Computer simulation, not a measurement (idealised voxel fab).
process module | voxel released beams
cross-section cut | 145 nm wide | cells 5 nm
A cross-section is a grid of square cells, given in bands from the top down. A band is one or more rows of cells.
Each band's line starts with the height of the band's top and of its bottom, in nm. Then come its materials from left to right, each with its width in nm. One material with "throughout" fills the band from edge to edge. "air" is empty space.
Height 0 is the level under which the wafer as received is all one material. The lowest band goes on downwards, as in "0 down".
A width such as "30 to 40" changes by the same amount from each row of cells to the next, from the band's top row to its bottom row.
"no change" after a step means that no cell of the cross-section changed.
closed voids: empty space of 8 cells or more with no open way to the top, each as width x height at its distance from the left edge, in nm
after a step's settings: what the simulator itself notes on the step
overlay nm, on a step with a mask: how far to the right of its planned place the mask lay; to the left if negative
plan
1 op RECEIVE | material Si
2 op CONFORMAL_DEP | material Al2O3 | thk nm 5
3 op DIRECTIONAL_DEP | material SiO2 | thk nm 20
4 op MASKED_ETCH | tone open | mask id ANCHOR | width nm 45 | etch materials SiO2 | depth nm 20 | overlay nm 0
5 op CONFORMAL_DEP | material polySi | thk nm 15
6 op MASKED_ETCH | tone cover | mask id BEAM | width nm 90 | etch materials polySi | depth nm 15 | overlay nm 0
7 op STRIP | etch materials SiO2
as received, after step 1
  0 down: Si throughout
  closed voids: none
a wafer at the end: this start, this plan, one mistake
  55 to 40: air 25 | polySi 90 | air 30
  40 to 25: polySi throughout
  25 to 5: SiO2 30 | polySi 45 | SiO2 70
  5 to 0: Al2O3 throughout
  0 down: Si throughout
  closed voids: none
what went wrong: step 5 was run twice
